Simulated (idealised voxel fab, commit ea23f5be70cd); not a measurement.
The process module that follows is named voxel trench capacitor.
The cross-section on display is named cut; it measures 185 nm wide, and its cells are 5 nm squares.
A cross-section is a grid of square cells, given in bands from the top down. A band is one or more rows of cells.
What a band's entry tells you: where the top is and where the bottom is, as heights in nm, and after that what lies inside, material by material from left to right, each with its width in nm. Empty space is written as the word "blank", and a single material marked with the word "throughout" occupies the band from edge to edge.
The reference from which all heights are counted is 0, the level beneath which the as-received wafer is entirely one material; the lowest band, having no lower bound, proceeds downward and is written after the example "top 0, no bottom".
Graded width ("30 to 40"): value in top row of band = first number; value in bottom row = second number; row-to-row change constant.
The cross-section has no changed cell in any step marked "no change".
Closed-off voids of 8+ cells (no open route to the top) go in "Unvented internal voids", written width x height at distance from the left edge, in nm.
Anything after a step's settings on that line? It's the simulator's own note about the step.
overlay nm: on a step with a mask, how far right of its planned place the mask lay; negative means left.
# Listed below are the process steps as planned
1) op RECEIVE | material Si
2) op CONFORMAL_DEP | material SiN | thk nm 10
3) op DIRECTIONAL_DEP | material aC | thk nm 15
4) op PATTERN | tone open | mask id TRENCH | material resist | width nm 30 | pitch nm 50 | thk nm 35 | overlay nm 0
5) op DIRECTIONAL_ETCH | etch materials aC | depth nm 15
6) op STRIP | etch materials resist
7) op DIRECTIONAL_ETCH | etch materials SiN | depth nm 10
8) op DIRECTIONAL_ETCH | etch materials Si | depth nm 25
9) op STRIP | etch materials aC
10) op CONFORMAL_DEP | material Al2O3 | thk nm 5
11) op CONFORMAL_DEP | material TiN | thk nm 5
12) op FILL_DEP | material W | thk nm 5
13) op CMP | height nm 10
# Wafer at receipt (post step 1), cross-section
    top 0, no bottom  Si throughout
    Unvented internal voids: none
# Figure: cross-sectional view of the wafer upon completion of the module, processed from the initial state and according to the plan depicted above, with one error introduced during execution
    top 10, bottom 0  50 of SiN  5 of Al2O3  5 of TiN  10 of W  5 of TiN  5 of Al2O3  20 of SiN  5 of Al2O3  5 of TiN  10 of W  5 of TiN  5 of Al2O3  55 of SiN
    top 0, bottom -40  50 of Si  5 of Al2O3  5 of TiN  10 of W  5 of TiN  5 of Al2O3  20 of Si  5 of Al2O3  5 of TiN  10 of W  5 of TiN  5 of Al2O3  55 of Si
    top -40, bottom -45  50 of Si  5 of Al2O3  20 of TiN  5 of Al2O3  20 of Si  5 of Al2O3  20 of TiN  5 of Al2O3  55 of Si
    top -45, bottom -50  50 of Si  30 of Al2O3  20 of Si  30 of Al2O3  55 of Si
    top -50, no bottom  Si throughout
    Unvented internal voids: none
Plan not followed: yeah, plan step 8 got run twice
